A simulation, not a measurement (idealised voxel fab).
Presented below is a process module, voxel capacitor over wiring.
Each square cell in cross-section cut measures 5 nm, and the section as a whole is 225 nm wide.
How to read a cross-section here: the picture is a grid of square cells, written as bands going from the top down, and any band can span one or more rows of cells.
Band entry format. Leading values: height of top, height of bottom, nm. Remainder: materials in left-to-right order, each with its width in nm. Special words: "throughout" on a single material, which then fills the band edge to edge; "air", empty space.
Measure heights from 0. That's the level where, below it, the as-received wafer is all one material. The lowest band is bottomless and extends downward; write it as in "0 and below".
With a width like "30 to 40", each row of cells in the band differs from the next by the same amount, the top row carrying the first number and the bottom row the second.
The cross-section has no changed cell in any step marked "remains unaltered".
Entry "Listed closed voids". Content: empty spaces with no open connection to the top, size 8 cells or greater. Each: width x height at distance. Distance: from left edge. Unit: nm.
Text after the settings on a step's line: the simulator's own remark on that step.
The line of a step may include "overlay nm". On a step with a mask, this value is how far to the right of its planned place the mask lay. A negative value means the mask lay to the left.
Every pair from here on: before one process step, after it. The after cross-section reaches only to the lowest band that changed. Below the pair: the step in between and its settings. Pairs can belong to different runs of this module on the same starting wafer; a pair carries on from the pair above only if the entry headed "Pre-step snapshot" says so.
Pre-step snapshot:
	40 down to 30 = aC throughout
	30 down to 25 = TiN throughout
	25 down to 10 = Ru throughout
	10 down to 0 = SiO2 throughout
	0 and below = Si throughout
	Listed closed voids: none
Post-Step Section View:
	65 down to 40 = air: 55; resist: 30; air: 50; resist: 30; air: 60
	Below a height of 40, the structure has not been altered.
	Listed closed voids: none
Process step bridging the above cross-sections: op PATTERN | tone cover | mask id METAL_1 | material resist | width nm 30 | pitch nm 80 | thk nm 25 | overlay nm 0
Pre-step snapshot: see preceding pair, after cross-section.
Post-Step Section View:
	55 down to 40 = air: 55; resist: 30; air: 50; resist: 30; air: 60
	40 down to 30 = air: 55; aC: 30; air: 50; aC: 30; air: 60
	Below a height of 30, the structure has not been altered.
	Listed closed voids: none
Process step bridging the above cross-sections: op DIRECTIONAL_ETCH | etch materials aC | depth nm 10
Pre-step snapshot: see preceding pair, after cross-section.
Post-Step Section View:
	40 down to 30 = air: 55; aC: 30; air: 50; aC: 30; air: 60
	Below a height of 30, the structure has not been altered.
	Listed closed voids: none
Process step bridging the above cross-sections: op STRIP | etch materials resist
Pre-step snapshot: see preceding pair, after cross-section.
Post-Step Section View:
	40 down to 30 = air: 55; aC: 30; air: 50; aC: 30; air: 60
	30 down to 25 = air: 55; TiN: 30; air: 50; TiN: 30; air: 60
	Below a height of 25, the structure has not been altered.
	Listed closed voids: none
Process step bridging the above cross-sections: op DIRECTIONAL_ETCH | etch materials TiN | depth nm 5
Pre-step snapshot: see preceding pair, after cross-section.
Post-Step Section View:
	30 down to 25 = air: 55; TiN: 30; air: 50; TiN: 30; air: 60
	Below a height of 25, the structure has not been altered.
	Listed closed voids: none
Process step bridging the above cross-sections: op STRIP | etch materials aC
Pre-step snapshot: see preceding pair, after cross-section.
Post-Step Section View:
	35 down to 30 = air: 50; SiCN: 40; air: 40; SiCN: 40; air: 55
	30 down to 25 = SiCN: 55; TiN: 30; SiCN: 50; TiN: 30; SiCN: 60
	Below a height of 25, the structure has not been altered.
	Listed closed voids: none
Process step bridging the above cross-sections: op CONFORMAL_DEP | material SiCN | thk nm 5
Pre-step snapshot: see preceding pair, after cross-section.
Post-Step Section View:
	45 down to 35 = lowk throughout
	35 down to 30 = lowk: 50; SiCN: 40; lowk: 40; SiCN: 40; lowk: 55
	Below a height of 30, the structure has not been altered.
	Listed closed voids: none
Process step bridging the above cross-sections: op FILL_DEP | material lowk | thk nm 10
Pre-step snapshot: see preceding pair, after cross-section.
Post-Step Section View:
	30 down to 25 = SiCN: 55; TiN: 30; SiCN: 50; TiN: 30; SiCN: 60
	Below a height of 25, the structure has not been altered.
	Listed closed voids: none
Process step bridging the above cross-sections: op CMP | height nm 30
Pre-step snapshot: see preceding pair, after cross-section.
Post-Step Section View:
	35 down to 30 = SiCN throughout
	Below a height of 30, the structure has not been altered.
	Listed closed voids: none
Process step bridging the above cross-sections: op CONFORMAL_DEP | material SiCN | thk nm 5
Pre-step snapshot: see preceding pair, after cross-section.
Post-Step Section View:
	55 down to 35 = SiO2 throughout
	Below a height of 35, the structure has not been altered.
	Listed closed voids: none
Process step bridging the above cross-sections: op DIRECTIONAL_DEP | material SiO2 | thk nm 20
Pre-step snapshot: see preceding pair, after cross-section.
Post-Step Section View:
	55 down to 35 = SiO2: 70; air: 15; SiO2: 140
	Below a height of 35, the structure has not been altered.
	Listed closed voids: none
Process step bridging the above cross-sections: op MASKED_ETCH | tone open | mask id PLUG_1 | width nm 15 | etch materials SiO2 | depth nm 20 | overlay nm 0
Pre-step snapshot: see preceding pair, after cross-section.
Post-Step Section View:
	55 down to 35 = SiO2: 70; air: 15; SiO2: 140
	35 down to 30 = SiCN: 70; air: 15; SiCN: 140
	Below a height of 30, the structure has not been altered.
	Listed closed voids: none
Process step bridging the above cross-sections: op MASKED_ETCH | tone open | mask id PLUG_1 | width nm 15 | etch materials SiCN | depth nm 5 | overlay nm 0
Pre-step snapshot: see preceding pair, after cross-section.
Post-Step Section View:
	55 down to 40 = SiO2: 70; air: 15; SiO2: 140
	40 down to 35 = SiO2: 70; Ru: 15; SiO2: 140
	35 down to 30 = SiCN: 70; Ru: 15; SiCN: 140
	Below a height of 30, the structure has not been altered.
	Listed closed voids: none
Process step bridging the above cross-sections: op EPI | material Ru | thk nm 10
Pre-step snapshot: see preceding pair, after cross-section.
Post-Step Section View:
	55 down to 50 = SiO2: 70; air: 15; SiO2: 140
	50 down to 35 = SiO2: 70; Ru: 15; SiO2: 140
	Below a height of 35, the structure has not been altered.
	Listed closed voids: none
Process step bridging the above cross-sections: op EPI | material Ru | thk nm 10
Pre-step snapshot: see preceding pair, after cross-section.
Post-Step Section View:
	55 down to 35 = SiO2: 70; Ru: 15; SiO2: 140
	Below a height of 35, the structure has not been altered.
	Listed closed voids: none
Process step bridging the above cross-sections: op EPI | material Ru | thk nm 5
Pre-step snapshot: see preceding pair, after cross-section.
Post-Step Section View:
	65 down to 55 = TiN throughout
	Below a height of 55, the structure has not been altered.
	Listed closed voids: none
Process step bridging the above cross-sections: op DIRECTIONAL_DEP | material TiN | thk nm 10
Pre-step snapshot: see preceding pair, after cross-section.
Post-Step Section View:
	70 down to 65 = Al2O3 throughout
	Below a height of 65, the structure has not been altered.
	Listed closed voids: none
Process step bridging the above cross-sections: op DIRECTIONAL_DEP | material Al2O3 | thk nm 5
Pre-step snapshot: see preceding pair, after cross-section.
Post-Step Section View:
	75 down to 70 = TiN throughout
	Below a height of 70, the structure has not been altered.
	Listed closed voids: none
Process step bridging the above cross-sections: op DIRECTIONAL_DEP | material TiN | thk nm 5
Pre-step snapshot: see preceding pair, after cross-section.
Post-Step Section View:
	85 down to 75 = aC throughout
	Below a height of 75, the structure has not been altered.
	Listed closed voids: none
Process step bridging the above cross-sections: op DIRECTIONAL_DEP | material aC | thk nm 10
Pre-step snapshot: see preceding pair, after cross-section.
Post-Step Section View:
	115 down to 85 = air: 70; resist: 55; air: 100
	Below a height of 85, the structure has not been altered.
	Listed closed voids: none
Process step bridging the above cross-sections: op PATTERN | tone cover | mask id UPPER_PLATE | material resist | width nm 55 | thk nm 30 | overlay nm 0
Pre-step snapshot: see preceding pair, after cross-section.
Post-Step Section View:
	105 down to 85 = air: 70; resist: 55; air: 100
	85 down to 75 = air: 70; aC: 55; air: 100
	Below a height of 75, the structure has not been altered.
	Listed closed voids: none
Process step bridging the above cross-sections: op DIRECTIONAL_ETCH | etch materials aC | depth nm 10
Pre-step snapshot: see preceding pair, after cross-section.
Post-Step Section View:
	85 down to 75 = air: 70; aC: 55; air: 100
	Below a height of 75, the structure has not been altered.
	Listed closed voids: none
Process step bridging the above cross-sections: op STRIP | etch materials resist
Pre-step snapshot: see preceding pair, after cross-section.
Post-Step Section View:
	85 down to 75 = air: 70; aC: 55; air: 100
	75 down to 70 = air: 70; TiN: 55; air: 100
	Below a height of 70, the structure has not been altered.
	Listed closed voids: none
Process step bridging the above cross-sections: op DIRECTIONAL_ETCH | etch materials TiN | depth nm 5
Pre-step snapshot: see preceding pair, after cross-section.
Post-Step Section View:
	85 down to 75 = air: 70; aC: 55; air: 100
	75 down to 70 = air: 70; TiN: 55; air: 100
	70 down to 65 = air: 70; Al2O3: 55; air: 100
	Below a height of 65, the structure has not been altered.
	Listed closed voids: none
Process step bridging the above cross-sections: op DIRECTIONAL_ETCH | etch materials Al2O3 | depth nm 5
Pre-step snapshot: see preceding pair, after cross-section.
Post-Step Section View:
	75 down to 70 = air: 70; TiN: 55; air: 100
	Below a height of 70, the structure has not been altered.
	Listed closed voids: none
Process step bridging the above cross-sections: op STRIP | etch materials aC
Pre-step snapshot: see preceding pair, after cross-section.
Post-Step Section View:
	90 down to 75 = air: 65; resist: 65; air: 95
	75 down to 70 = air: 65; resist: 5; TiN: 55; resist: 5; air: 95
	70 down to 65 = air: 65; resist: 5; Al2O3: 55; resist: 5; air: 95
	Below a height of 65, the structure has not been altered.
	Listed closed voids: none
Process step bridging the above cross-sections: op PATTERN | tone cover | mask id LOWER_PLATE | material resist | width nm 65 | thk nm 15 | overlay nm 0
Pre-step snapshot: see preceding pair, after cross-section.
Post-Step Section View:
	90 down to 75 = air: 65; resist: 65; air: 95
	75 down to 70 = air: 65; resist: 5; TiN: 55; resist: 5; air: 95
	70 down to 65 = air: 65; resist: 5; Al2O3: 55; resist: 5; air: 95
	65 down to 55 = air: 65; TiN: 65; air: 95
	Below a height of 55, the structure has not been altered.
	Listed closed voids: none
Process step bridging the above cross-sections: op DIRECTIONAL_ETCH | etch materials TiN | depth nm 10
Pre-step snapshot: see preceding pair, after cross-section.
Post-Step Section View:
	75 down to 70 = air: 70; TiN: 55; air: 100
	70 down to 65 = air: 70; Al2O3: 55; air: 100
	Below a height of 65, the structure has not been altered.
	Listed closed voids: none
Process step bridging the above cross-sections: op STRIP | etch materials resist
Pre-step snapshot: see preceding pair, after cross-section.
Post-Step Section View:
	95 down to 75 = SiO2 throughout
	75 down to 70 = SiO2: 70; TiN: 55; SiO2: 100
	70 down to 65 = SiO2: 70; Al2O3: 55; SiO2: 100
	65 down to 55 = SiO2: 65; TiN: 65; SiO2: 95
	Below a height of 55, the structure has not been altered.
	Listed closed voids: none
Process step bridging the above cross-sections: op FILL_DEP | material SiO2 | thk nm 20
Pre-step snapshot: see preceding pair, after cross-section.
Post-Step Section View:
	90 down to 75 = SiO2 throughout
	Below a height of 75, the structure has not been altered.
	Listed closed voids: none
Process step bridging the above cross-sections: op CMP | height nm 90
Pre-step snapshot: see preceding pair, after cross-section.
Post-Step Section View:
	110 down to 90 = resist: 80; air: 15; resist: 130
	Below a height of 90, the structure has not been altered.
	Listed closed voids: none
Process step bridging the above cross-sections: op PATTERN | tone open | mask id PLUG_2 | material resist | width nm 15 | thk nm 20 | overlay nm 0
Pre-step snapshot: see preceding pair, after cross-section.
Post-Step Section View:
	110 down to 90 = resist: 80; air: 15; resist: 130
	90 down to 75 = SiO2: 80; air: 15; SiO2: 130
	Below a height of 75, the structure has not been altered.
	Listed closed voids: none
Process step bridging the above cross-sections: op DIRECTIONAL_ETCH | etch materials SiO2 | depth nm 15
Pre-step snapshot: see preceding pair, after cross-section.
Post-Step Section View:
	90 down to 75 = SiO2: 80; air: 15; SiO2: 130
	Below a height of 75, the structure has not been altered.
	Listed closed voids: none
Process step bridging the above cross-sections: op STRIP | etch materials resist
Pre-step snapshot: see preceding pair, after cross-section.
Post-Step Section View:
	95 down to 90 = TiN: 85; air: 5; TiN: 135
	90 down to 80 = SiO2: 80; TiN: 5; air: 5; TiN: 5; SiO2: 130
	80 down to 70 = SiO2: 80 to 70; TiN: 15 to 55; SiO2: 130 to 100
	Below a height of 70, the structure has not been altered.
	Listed closed voids: none
Process step bridging the above cross-sections: op CONFORMAL_DEP | material TiN | thk nm 5
Pre-step snapshot: see preceding pair, after cross-section.
Post-Step Section View:
	105 down to 95 = Cu throughout
	95 down to 90 = TiN: 85; Cu: 5; TiN: 135
	90 down to 80 = SiO2: 80; TiN: 5; Cu: 5; TiN: 5; SiO2: 130
	Below a height of 80, the structure has not been altered.
	Listed closed voids: none
Process step bridging the above cross-sections: op FILL_DEP | material Cu | thk nm 10
Pre-step snapshot: see preceding pair, after cross-section.
Post-Step Section View:
	90 down to 80 = SiO2: 80; TiN: 5; Cu: 5; TiN: 5; SiO2: 130
	Below a height of 80, the structure has not been altered.
	Listed closed voids: none
Process step bridging the above cross-sections: op CMP | height nm 90
Pre-step snapshot: see preceding pair, after cross-section.
Post-Step Section View:
	95 down to 90 = SiCN throughout
	Below a height of 90, the structure has not been altered.
	Listed closed voids: none
Process step bridging the above cross-sections: op CONFORMAL_DEP | material SiCN | thk nm 5
Pre-step snapshot:
	105 down to 95 = Cu throughout
	95 down to 90 = TiN: 85; Cu: 5; TiN: 135
	90 down to 80 = SiO2: 80; TiN: 5; Cu: 5; TiN: 5; SiO2: 130
	80 down to 70 = SiO2: 80 to 70; TiN: 15 to 55; SiO2: 130 to 100
	70 down to 65 = SiO2: 70; Al2O3: 55; SiO2: 100
	65 down to 55 = SiO2: 65; TiN: 65; SiO2: 95
	55 down to 35 = SiO2: 70; Ru: 15; SiO2: 140
	35 down to 30 = SiCN: 70; Ru: 15; SiCN: 140
	30 down to 15 = lowk: 50; SiCN: 5; Ru: 30; SiCN: 5; lowk: 40; SiCN: 5; Ru: 30; SiCN: 5; lowk: 55
	15 down to 10 = SiCN: 55; TiN: 30; SiCN: 50; TiN: 30; SiCN: 60
	10 down to 0 = SiO2 throughout
	0 and below = Si throughout
	Listed closed voids: none
Post-Step Section View:
	100 down to 95 = Cu throughout
	Below a height of 95, the structure has not been altered.
	Listed closed voids: none
Process step bridging the above cross-sections: op CMP | height nm 100
Pre-step snapshot: see preceding pair, after cross-section.
Post-Step Section View:
	105 down to 100 = SiCN throughout
	Below a height of 100, the structure has not been altered.
	Listed closed voids: none
Process step bridging the above cross-sections: op CONFORMAL_DEP | material SiCN | thk nm 5
Pre-step snapshot:
	85 down to 75 = aC throughout
	75 down to 70 = TiN throughout
	70 down to 65 = Al2O3 throughout
	65 down to 55 = TiN throughout
	55 down to 35 = SiO2: 70; Ru: 15; SiO2: 140
	35 down to 30 = SiCN: 70; Ru: 15; SiCN: 140
	30 down to 15 = lowk: 50; SiCN: 5; Ru: 30; SiCN: 5; lowk: 40; SiCN: 5; Ru: 30; SiCN: 5; lowk: 55
	15 down to 10 = SiCN: 55; TiN: 30; SiCN: 50; TiN: 30; SiCN: 60
	10 down to 0 = SiO2 throughout
	0 and below = Si throughout
	Listed closed voids: none
Post-Step Section View:
	115 down to 85 = air: 65; resist: 65; air: 95
	Below a height of 85, the structure has not been altered.
	Listed closed voids: none
Process step bridging the above cross-sections: op PATTERN | tone cover | mask id UPPER_PLATE | material resist | width nm 65 | thk nm 30 | overlay nm 0
Pre-step snapshot: see preceding pair, after cross-section.
Post-Step Section View:
	105 down to 85 = air: 65; resist: 65; air: 95
	85 down to 75 = air: 65; aC: 65; air: 95
	Below a height of 75, the structure has not been altered.
	Listed closed voids: none
Process step bridging the above cross-sections: op DIRECTIONAL_ETCH | etch materials aC | depth nm 10
Pre-step snapshot: see preceding pair, after cross-section.
Post-Step Section View:
	85 down to 75 = air: 65; aC: 65; air: 95
	Below a height of 75, the structure has not been altered.
	Listed closed voids: none
Process step bridging the above cross-sections: op STRIP | etch materials resist
Pre-step snapshot: see preceding pair, after cross-section.
Post-Step Section View:
	85 down to 75 = air: 65; aC: 65; air: 95
	75 down to 70 = air: 65; TiN: 65; air: 95
	Below a height of 70, the structure has not been altered.
	Listed closed voids: none
Process step bridging the above cross-sections: op DIRECTIONAL_ETCH | etch materials TiN | depth nm 5
Pre-step snapshot: see preceding pair, after cross-section.
Post-Step Section View:
	85 down to 75 = air: 65; aC: 65; air: 95
	75 down to 70 = air: 65; TiN: 65; air: 95
	70 down to 65 = air: 65; Al2O3: 65; air: 95
	Below a height of 65, the structure has not been altered.
	Listed closed voids: none
Process step bridging the above cross-sections: op DIRECTIONAL_ETCH | etch materials Al2O3 | depth nm 5
Pre-step snapshot: see preceding pair, after cross-section.
Post-Step Section View:
	75 down to 70 = air: 65; TiN: 65; air: 95
	Below a height of 70, the structure has not been altered.
	Listed closed voids: none
Process step bridging the above cross-sections: op STRIP | etch materials aC
Pre-step snapshot: see preceding pair, after cross-section.
Post-Step Section View:
	90 down to 75 = air: 65; resist: 65; air: 95
	Below a height of 75, the structure has not been altered.
	Listed closed voids: none
Process step bridging the above cross-sections: op PATTERN | tone cover | mask id LOWER_PLATE | material resist | width nm 65 | thk nm 15 | overlay nm 0
Pre-step snapshot: see preceding pair, after cross-section.
Post-Step Section View:
	90 down to 75 = air: 65; resist: 65; air: 95
	75 down to 70 = air: 65; TiN: 65; air: 95
	70 down to 65 = air: 65; Al2O3: 65; air: 95
	65 down to 55 = air: 65; TiN: 65; air: 95
	Below a height of 55, the structure has not been altered.
	Listed closed voids: none
Process step bridging the above cross-sections: op DIRECTIONAL_ETCH | etch materials TiN | depth nm 10
Pre-step snapshot: see preceding pair, after cross-section.
Post-Step Section View:
	75 down to 70 = air: 65; TiN: 65; air: 95
	Below a height of 70, the structure has not been altered.
	Listed closed voids: none
Process step bridging the above cross-sections: op STRIP | etch materials resist
Pre-step snapshot: see preceding pair, after cross-section.
Post-Step Section View:
	95 down to 75 = SiO2 throughout
	75 down to 70 = SiO2: 65; TiN: 65; SiO2: 95
	70 down to 65 = SiO2: 65; Al2O3: 65; SiO2: 95
	65 down to 55 = SiO2: 65; TiN: 65; SiO2: 95
	Below a height of 55, the structure has not been altered.
	Listed closed voids: none
Process step bridging the above cross-sections: op FILL_DEP | material SiO2 | thk nm 20
Pre-step snapshot: see preceding pair, after cross-section.
Post-Step Section View:
	90 down to 75 = SiO2 throughout
	Below a height of 75, the structure has not been altered.
	Listed closed voids: none
Process step bridging the above cross-sections: op CMP | height nm 90
Pre-step snapshot: see preceding pair, after cross-section.
Post-Step Section View:
	110 down to 90 = resist: 80; air: 15; resist: 130
	Below a height of 90, the structure has not been altered.
	Listed closed voids: none
Process step bridging the above cross-sections: op PATTERN | tone open | mask id PLUG_2 | material resist | width nm 15 | thk nm 20 | overlay nm 0
Pre-step snapshot: see preceding pair, after cross-section.
Post-Step Section View:
	110 down to 90 = resist: 80; air: 15; resist: 130
	90 down to 75 = SiO2: 80; air: 15; SiO2: 130
	Below a height of 75, the structure has not been altered.
	Listed closed voids: none
Process step bridging the above cross-sections: op DIRECTIONAL_ETCH | etch materials SiO2 | depth nm 15
Pre-step snapshot: see preceding pair, after cross-section.
Post-Step Section View:
	90 down to 75 = SiO2: 80; air: 15; SiO2: 130
	Below a height of 75, the structure has not been altered.
	Listed closed voids: none
Process step bridging the above cross-sections: op STRIP | etch materials resist
Pre-step snapshot: see preceding pair, after cross-section.
Post-Step Section View:
	95 down to 90 = TiN: 85; air: 5; TiN: 135
	90 down to 80 = SiO2: 80; TiN: 5; air: 5; TiN: 5; SiO2: 130
	80 down to 70 = SiO2: 80 to 65; TiN: 15 to 65; SiO2: 130 to 95
	Below a height of 70, the structure has not been altered.
	Listed closed voids: none
Process step bridging the above cross-sections: op CONFORMAL_DEP | material TiN | thk nm 5
Pre-step snapshot: see preceding pair, after cross-section.
Post-Step Section View:
	105 down to 95 = Cu throughout
	95 down to 90 = TiN: 85; Cu: 5; TiN: 135
	90 down to 80 = SiO2: 80; TiN: 5; Cu: 5; TiN: 5; SiO2: 130
	Below a height of 80, the structure has not been altered.
	Listed closed voids: none
Process step bridging the above cross-sections: op FILL_DEP | material Cu | thk nm 10
Pre-step snapshot: see preceding pair, after cross-section.
Post-Step Section View:
	90 down to 80 = SiO2: 80; TiN: 5; Cu: 5; TiN: 5; SiO2: 130
	Below a height of 80, the structure has not been altered.
	Listed closed voids: none
Process step bridging the above cross-sections: op CMP | height nm 90
Pre-step snapshot: see preceding pair, after cross-section.
Post-Step Section View:
	95 down to 90 = SiCN throughout
	Below a height of 90, the structure has not been altered.
	Listed closed voids: none
Process step bridging the above cross-sections: op CONFORMAL_DEP | material SiCN | thk nm 5
Pre-step snapshot:
	85 down to 75 = aC throughout
	75 down to 70 = TiN throughout
	70 down to 65 = Al2O3 throughout
	65 down to 55 = TiN throughout
	55 down to 35 = SiO2: 70; Ru: 15; SiO2: 140
	35 down to 30 = SiCN: 70; Ru: 15; SiCN: 140
	30 down to 15 = lowk: 50; SiCN: 5; Ru: 30; SiCN: 5; lowk: 40; SiCN: 5; Ru: 30; SiCN: 5; lowk: 55
	15 down to 10 = SiCN: 55; TiN: 30; SiCN: 50; TiN: 30; SiCN: 60
	10 down to 0 = SiO2 throughout
	0 and below = Si throughout
	Listed closed voids: none
Post-Step Section View:
	115 down to 85 = air: 80; resist: 55; air: 90
	Below a height of 85, the structure has not been altered.
	Listed closed voids: none
Process step bridging the above cross-sections: op PATTERN | tone cover | mask id UPPER_PLATE | material resist | width nm 55 | thk nm 30 | overlay nm 10
Pre-step snapshot: see preceding pair, after cross-section.
Post-Step Section View:
	105 down to 85 = air: 80; resist: 55; air: 90
	85 down to 75 = air: 80; aC: 55; air: 90
	Below a height of 75, the structure has not been altered.
	Listed closed voids: none
Process step bridging the above cross-sections: op DIRECTIONAL_ETCH | etch materials aC | depth nm 10
Pre-step snapshot: see preceding pair, after cross-section.
Post-Step Section View:
	85 down to 75 = air: 80; aC: 55; air: 90
	Below a height of 75, the structure has not been altered.
	Listed closed voids: none
Process step bridging the above cross-sections: op STRIP | etch materials resist
Pre-step snapshot: see preceding pair, after cross-section.
Post-Step Section View:
	85 down to 75 = air: 80; aC: 55; air: 90
	75 down to 70 = air: 80; TiN: 55; air: 90
	Below a height of 70, the structure has not been altered.
	Listed closed voids: none
Process step bridging the above cross-sections: op DIRECTIONAL_ETCH | etch materials TiN | depth nm 5
Pre-step snapshot: see preceding pair, after cross-section.
Post-Step Section View:
	85 down to 75 = air: 80; aC: 55; air: 90
	75 down to 70 = air: 80; TiN: 55; air: 90
	70 down to 65 = air: 80; Al2O3: 55; air: 90
	Below a height of 65, the structure has not been altered.
	Listed closed voids: none
Process step bridging the above cross-sections: op DIRECTIONAL_ETCH | etch materials Al2O3 | depth nm 5
Pre-step snapshot: see preceding pair, after cross-section.
Post-Step Section View:
	75 down to 70 = air: 80; TiN: 55; air: 90
	Below a height of 70, the structure has not been altered.
	Listed closed voids: none
Process step bridging the above cross-sections: op STRIP | etch materials aC
Pre-step snapshot: see preceding pair, after cross-section.
Post-Step Section View:
	90 down to 75 = air: 65; resist: 65; air: 95
	75 down to 70 = air: 65; resist: 15; TiN: 55; air: 90
	70 down to 65 = air: 65; resist: 15; Al2O3: 55; air: 90
	Below a height of 65, the structure has not been altered.
	Listed closed voids: none
Process step bridging the above cross-sections: op PATTERN | tone cover | mask id LOWER_PLATE | material resist | width nm 65 | thk nm 15 | overlay nm 0
Pre-step snapshot: see preceding pair, after cross-section.
Post-Step Section View:
	90 down to 75 = air: 65; resist: 65; air: 95
	75 down to 70 = air: 65; resist: 15; TiN: 50; air: 95
	70 down to 65 = air: 65; resist: 15; Al2O3: 55; air: 90
	65 down to 55 = air: 65; TiN: 70; air: 90
	Below a height of 55, the structure has not been altered.
	Listed closed voids: none
Process step bridging the above cross-sections: op DIRECTIONAL_ETCH | etch materials TiN | depth nm 10
Pre-step snapshot: see preceding pair, after cross-section.
Post-Step Section View:
	75 down to 70 = air: 80; TiN: 50; air: 95
	70 down to 65 = air: 80; Al2O3: 55; air: 90
	Below a height of 65, the structure has not been altered.
	Listed closed voids: none
Process step bridging the above cross-sections: op STRIP | etch materials resist
Pre-step snapshot: see preceding pair, after cross-section.
Post-Step Section View:
	95 down to 75 = SiO2 throughout
	75 down to 70 = SiO2: 80; TiN: 50; SiO2: 95
	70 down to 65 = SiO2: 80; Al2O3: 55; SiO2: 90
	65 down to 55 = SiO2: 65; TiN: 70; SiO2: 90
	Below a height of 55, the structure has not been altered.
	Listed closed voids: none
Process step bridging the above cross-sections: op FILL_DEP | material SiO2 | thk nm 20
Pre-step snapshot: see preceding pair, after cross-section.
Post-Step Section View:
	90 down to 75 = SiO2 throughout
	Below a height of 75, the structure has not been altered.
	Listed closed voids: none
Process step bridging the above cross-sections: op CMP | height nm 90
Pre-step snapshot: see preceding pair, after cross-section.
Post-Step Section View:
	110 down to 90 = resist: 80; air: 15; resist: 130
	Below a height of 90, the structure has not been altered.
	Listed closed voids: none
Process step bridging the above cross-sections: op PATTERN | tone open | mask id PLUG_2 | material resist | width nm 15 | thk nm 20 | overlay nm 0
Pre-step snapshot: see preceding pair, after cross-section.
Post-Step Section View:
	110 down to 90 = resist: 80; air: 15; resist: 130
	90 down to 75 = SiO2: 80; air: 15; SiO2: 130
	Below a height of 75, the structure has not been altered.
	Listed closed voids: none
Process step bridging the above cross-sections: op DIRECTIONAL_ETCH | etch materials SiO2 | depth nm 15
Pre-step snapshot: see preceding pair, after cross-section.
Post-Step Section View:
	90 down to 75 = SiO2: 80; air: 15; SiO2: 130
	Below a height of 75, the structure has not been altered.
	Listed closed voids: none
Process step bridging the above cross-sections: op STRIP | etch materials resist
Pre-step snapshot: see preceding pair, after cross-section.
Post-Step Section View:
	95 down to 90 = TiN: 85; air: 5; TiN: 135
	90 down to 80 = SiO2: 80; TiN: 5; air: 5; TiN: 5; SiO2: 130
	80 down to 70 = SiO2: 80; TiN: 15 to 50; SiO2: 130 to 95
	Below a height of 70, the structure has not been altered.
	Listed closed voids: none
Process step bridging the above cross-sections: op CONFORMAL_DEP | material TiN | thk nm 5
Pre-step snapshot: see preceding pair, after cross-section.
Post-Step Section View:
	105 down to 95 = Cu throughout
	95 down to 90 = TiN: 85; Cu: 5; TiN: 135
	90 down to 80 = SiO2: 80; TiN: 5; Cu: 5; TiN: 5; SiO2: 130
	Below a height of 80, the structure has not been altered.
	Listed closed voids: none
Process step bridging the above cross-sections: op FILL_DEP | material Cu | thk nm 10
Pre-step snapshot: see preceding pair, after cross-section.
Post-Step Section View:
	90 down to 80 = SiO2: 80; TiN: 5; Cu: 5; TiN: 5; SiO2: 130
	Below a height of 80, the structure has not been altered.
	Listed closed voids: none
Process step bridging the above cross-sections: op CMP | height nm 90
Pre-step snapshot: see preceding pair, after cross-section.
Post-Step Section View:
	95 down to 90 = SiCN throughout
	Below a height of 90, the structure has not been altered.
	Listed closed voids: none
Process step bridging the above cross-sections: op CONFORMAL_DEP | material SiCN | thk nm 5
Pre-step snapshot:
	90 down to 80 = SiO2: 80; TiN: 5; Cu: 5; TiN: 5; SiO2: 130
	80 down to 70 = SiO2: 80 to 70; TiN: 15 to 55; SiO2: 130 to 100
	70 down to 65 = SiO2: 70; Al2O3: 55; SiO2: 100
	65 down to 55 = SiO2: 65; TiN: 65; SiO2: 95
	55 down to 35 = SiO2: 70; Ru: 15; SiO2: 140
	35 down to 30 = SiCN: 70; Ru: 15; SiCN: 140
	30 down to 15 = lowk: 50; SiCN: 5; Ru: 30; SiCN: 5; lowk: 40; SiCN: 5; Ru: 30; SiCN: 5; lowk: 55
	15 down to 10 = SiCN: 55; TiN: 30; SiCN: 50; TiN: 30; SiCN: 60
	10 down to 0 = SiO2 throughout
	0 and below = Si throughout
	Listed closed voids: none
Post-Step Section View:
	95 down to 90 = TiN throughout
	Below a height of 90, the structure has not been altered.
	Listed closed voids: none
Process step bridging the above cross-sections: op CONFORMAL_DEP | material TiN | thk nm 5
Pre-step snapshot:
	75 down to 70 = air: 70; TiN: 55; air: 100
	70 down to 65 = air: 70; Al2O3: 55; air: 100
	65 down to 55 = TiN throughout
	55 down to 35 = SiO2: 70; Ru: 15; SiO2: 140
	35 down to 30 = SiCN: 70; Ru: 15; SiCN: 140
	30 down to 15 = lowk: 50; SiCN: 5; Ru: 30; SiCN: 5; lowk: 40; SiCN: 5; Ru: 30; SiCN: 5; lowk: 55
	15 down to 10 = SiCN: 55; TiN: 30; SiCN: 50; TiN: 30; SiCN: 60
	10 down to 0 = SiO2 throughout
	0 and below = Si throughout
	Listed closed voids: none
Post-Step Section View:
	90 down to 75 = resist: 65; air: 65; resist: 95
	75 down to 70 = resist: 65; air: 5; TiN: 55; air: 5; resist: 95
	70 down to 65 = resist: 65; air: 5; Al2O3: 55; air: 5; resist: 95
	Below a height of 65, the structure has not been altered.
	Listed closed voids: none
Process step bridging the above cross-sections: op PATTERN | tone open | mask id LOWER_PLATE | material resist | width nm 65 | thk nm 15 | overlay nm 0
Pre-step snapshot: see preceding pair, after cross-section.
Post-Step Section View:
	90 down to 70 = resist: 65; air: 65; resist: 95
	70 down to 65 = resist: 65; air: 5; Al2O3: 55; air: 5; resist: 95
	65 down to 55 = TiN: 65; air: 5; TiN: 55; air: 5; TiN: 95
	Below a height of 55, the structure has not been altered.
	Listed closed voids: none
Process step bridging the above cross-sections: op DIRECTIONAL_ETCH | etch materials TiN | depth nm 10
Pre-step snapshot: see preceding pair, after cross-section.
Post-Step Section View:
	70 down to 65 = air: 70; Al2O3: 55; air: 100
	Below a height of 65, the structure has not been altered.
	Listed closed voids: none
Process step bridging the above cross-sections: op STRIP | etch materials resist
Pre-step snapshot: see preceding pair, after cross-section.
Post-Step Section View:
	90 down to 70 = SiO2 throughout
	70 down to 65 = SiO2: 70; Al2O3: 55; SiO2: 100
	65 down to 55 = TiN: 65; SiO2: 5; TiN: 55; SiO2: 5; TiN: 95
	Below a height of 55, the structure has not been altered.
	Listed closed voids: none
Process step bridging the above cross-sections: op FILL_DEP | material SiO2 | thk nm 20
Pre-step snapshot: see preceding pair, after cross-section.
Post-Step Section View:
	110 down to 90 = resist: 80; air: 15; resist: 130
	Below a height of 90, the structure has not been altered.
	Listed closed voids: none
Process step bridging the above cross-sections: op PATTERN | tone open | mask id PLUG_2 | material resist | width nm 15 | thk nm 20 | overlay nm 0
Pre-step snapshot: see preceding pair, after cross-section.
Post-Step Section View:
	110 down to 90 = resist: 80; air: 15; resist: 130
	90 down to 75 = SiO2: 80; air: 15; SiO2: 130
	Below a height of 75, the structure has not been altered.
	Listed closed voids: none
Process step bridging the above cross-sections: op DIRECTIONAL_ETCH | etch materials SiO2 | depth nm 15
